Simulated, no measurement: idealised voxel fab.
Documented hereafter: the process module known as voxel gate over fins.
Section cut is 235 nm wide and gridded with 5 nm square cells.
Cross-section layout: square cells on a grid; listed as bands, top to bottom; a band spans one or more cell rows. Heads up on the band format: heights come first, top then bottom, in nm. After that it's the materials left to right, each with its width in nm. A single material flagged "full width" fills the whole band edge to edge, and "empty" means there's empty space there. Where do heights start? At 0: under that level the wafer as delivered is made of one material only. And the lowest band has no floor; it just carries on downward, as in "0 nm and below". A width such as "30->40" changes by the same amount from each row of cells to the next, from the band's top row to its bottom row. Reading "no alteration" for a step: not a cell of the cross-section changed in it. Each empty space that has no open way to the top and spans at least 8 cells appears under "Unvented voids" as width x height at distance, the distance counted from the left edge, all in nm. On a step's line, text after the settings is the simulator commenting on that step. The optional step-line setting "overlay nm" applies to steps with a mask and quantifies how far to the right of its planned location the mask lay, a negative value indicating leftward placement.
Below is the list of planned process steps
1) RECEIVE, material Si
2) CONFORMAL_DEP, material SiN, thk nm 10
3) PATTERN, tone cover, mask id FINS, material resist, width nm 15, pitch nm 45, thk nm 20, overlay nm 0
4) DIRECTIONAL_ETCH, etch materials SiN, depth nm 10
5) DIRECTIONAL_ETCH, etch materials Si, depth nm 40
6) STRIP, etch materials resist
7) FILL_DEP, material SiO2, thk nm 5
8) CMP, height nm 10
9) SELECTIVE_ETCH, etch materials SiO2, depth nm 25
10) STRIP, etch materials SiN
11) CONFORMAL_DEP, material HfO2, thk nm 5
12) CONFORMAL_DEP, material TiN, thk nm 5
13) CONFORMAL_DEP, material TiAl, thk nm 5
14) CONFORMAL_DEP, material TiN, thk nm 5
15) FILL_DEP, material W, thk nm 15
16) CMP, height nm 30
17) CONFORMAL_DEP, material SiN, thk nm 5
Wafer at receipt (post step 1), cross-section
> 0 nm and below | Si full width
> Unvented voids: none
First of two wafers, end-of-module section, run followed plan
> 35 nm to 30 nm | SiN full width
> 30 nm to 20 nm | W full width
> 20 nm to 15 nm | W=65 / TiN=100 / W=70
> 15 nm to 10 nm | W=65 / TiN=5 / TiAl=90 / TiN=5 / W=70
> 10 nm to 5 nm | W=65 / TiN=5 / TiAl=5 / TiN=35 / TiAl=10 / TiN=35 / TiAl=5 / TiN=5 / W=70
> 5 nm to 0 nm | TiN=70 / TiAl=5 / TiN=5 / HfO2=25 / TiN=5 / TiAl=10 / TiN=5 / HfO2=25 / TiN=5 / TiAl=5 / TiN=75
> 0 nm to -5 nm | TiAl=75 / TiN=5 / HfO2=5 / Si=15 / HfO2=5 / TiN=5 / TiAl=10 / TiN=5 / HfO2=5 / Si=15 / HfO2=5 / TiN=5 / TiAl=80
> -5 nm to -10 nm | TiN=80 / HfO2=5 / Si=15 / HfO2=5 / TiN=20 / HfO2=5 / Si=15 / HfO2=5 / TiN=85
> -10 nm to -15 nm | HfO2=85 / Si=15 / HfO2=30 / Si=15 / HfO2=90
> -15 nm to -40 nm | SiO2=85 / Si=15 / SiO2=30 / Si=15 / SiO2=90
> -40 nm and below | Si full width
> Unvented voids: none
Same start, same plan as the first wafer - but one mistake in the run. Cross-section of the second of the two at the end of the module
> 35 nm to 30 nm | SiN full width
> 30 nm to 20 nm | W full width
> 20 nm to 15 nm | W=65 / TiN=100 / W=70
> 15 nm to 10 nm | W=65 / TiN=5 / SiO2=90 / TiN=5 / W=70
> 10 nm to 5 nm | W=65 / TiN=5 / SiO2=5 / TiN=35 / SiO2=10 / TiN=35 / SiO2=5 / TiN=5 / W=70
> 5 nm to 0 nm | TiN=70 / SiO2=5 / TiN=5 / HfO2=25 / TiN=5 / SiO2=10 / TiN=5 / HfO2=25 / TiN=5 / SiO2=5 / TiN=75
> 0 nm to -5 nm | SiO2=75 / TiN=5 / HfO2=5 / Si=15 / HfO2=5 / TiN=5 / SiO2=10 / TiN=5 / HfO2=5 / Si=15 / HfO2=5 / TiN=5 / SiO2=80
> -5 nm to -10 nm | TiN=80 / HfO2=5 / Si=15 / HfO2=5 / TiN=20 / HfO2=5 / Si=15 / HfO2=5 / TiN=85
> -10 nm to -15 nm | HfO2=85 / Si=15 / HfO2=30 / Si=15 / HfO2=90
> -15 nm to -40 nm | SiO2=85 / Si=15 / SiO2=30 / Si=15 / SiO2=90
> -40 nm and below | Si full width
> Unvented voids: none
Processing error: step 13 deviated from plan and actually ran as CONFORMAL_DEP, material SiO2, thk nm 5
Counted in cells at the end, the second wafer holds more or fewer of these materials than the first: +59 SiO2; -59 TiAl
